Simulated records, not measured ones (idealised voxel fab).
process module | voxel self aligned vias
cross-section cut | 210 nm wide | cells 5 nm
A cross-section is a grid of square cells, given in bands from the top down. A band is one or more rows of cells.
Each band's line starts with the height of the band's top and of its bottom, in nm. Then come its materials from left to right, each with its width in nm. One material with "throughout" fills the band from edge to edge. "air" is empty space.
Height 0 is the level under which the wafer as received is all one material. The lowest band goes on downwards, as in "0 down".
A width such as "30 to 40" changes by the same amount from each row of cells to the next, from the band's top row to its bottom row.
"no change" after a step means that no cell of the cross-section changed.
closed voids: empty space of 8 cells or more with no open way to the top, each as width x height at its distance from the left edge, in nm
after a step's settings: what the simulator itself notes on the step
overlay nm, on a step with a mask: how far to the right of its planned place the mask lay; to the left if negative
plan
1 op RECEIVE | material Si
2 op CONFORMAL_DEP | material SiO2 | thk nm 10
3 op CONFORMAL_DEP | material SiCN | thk nm 5
4 op DIRECTIONAL_DEP | material SiO2 | thk nm 30
5 op DIRECTIONAL_DEP | material aC | thk nm 10
6 op PATTERN | tone open | mask id LINES | material resist | width nm 25 | pitch nm 55 | thk nm 25 | overlay nm 0
7 op DIRECTIONAL_ETCH | etch materials aC | depth nm 10
8 op STRIP | etch materials resist
9 op DIRECTIONAL_ETCH | etch materials SiO2 | depth nm 30
10 op STRIP | etch materials aC
11 op CONFORMAL_DEP | material TiN | thk nm 5
12 op FILL_DEP | material Ru | thk nm 5
13 op CMP | height nm 45
14 op SELECTIVE_ETCH | etch materials W Ru TiN | depth nm 10
15 op FILL_DEP | material SiN | thk nm 5
16 op CMP | height nm 45
17 op DIRECTIONAL_DEP | material SiO2 | thk nm 15
18 op PATTERN | tone open | mask id VIAS | material resist | width nm 35 | thk nm 15 | overlay nm 0
19 op DIRECTIONAL_ETCH | etch materials SiO2 | depth nm 15
20 op DIRECTIONAL_ETCH | etch materials SiN | depth nm 10
21 op STRIP | etch materials resist
22 op CONFORMAL_DEP | material TiN | thk nm 5
23 op FILL_DEP | material W | thk nm 10
24 op CMP | height nm 60
25 op CONFORMAL_DEP | material SiN | thk nm 5
as received, after step 1
  0 down: Si throughout
  closed voids: none
a wafer at the end: this start, this plan, one mistake
  65 to 60: SiN throughout
  60 to 50: SiO2 55 | TiN 5 | W 35 | TiN 5 | SiO2 110
  50 to 45: SiO2 55 | TiN 15 | W 15 | TiN 15 | SiO2 110
  45 to 40: SiO2 65 | TiN 5 | W 15 | TiN 5 | SiO2 30 | SiN 25 | SiO2 65
  40 to 35: SiO2 65 | TiN 25 | SiO2 30 | SiN 25 | SiO2 65
  35 to 20: SiO2 65 | TiN 5 | Ru 15 | TiN 5 | SiO2 30 | TiN 5 | Ru 15 | TiN 5 | SiO2 65
  20 to 15: SiO2 65 | TiN 25 | SiO2 30 | TiN 25 | SiO2 65
  15 to 10: SiCN throughout
  10 to 0: SiO2 throughout
  0 down: Si throughout
  closed voids: none
what went wrong: step 18 ran as: op PATTERN | tone open | mask id VIAS | material resist | width nm 45 | thk nm 15 | overlay nm 0
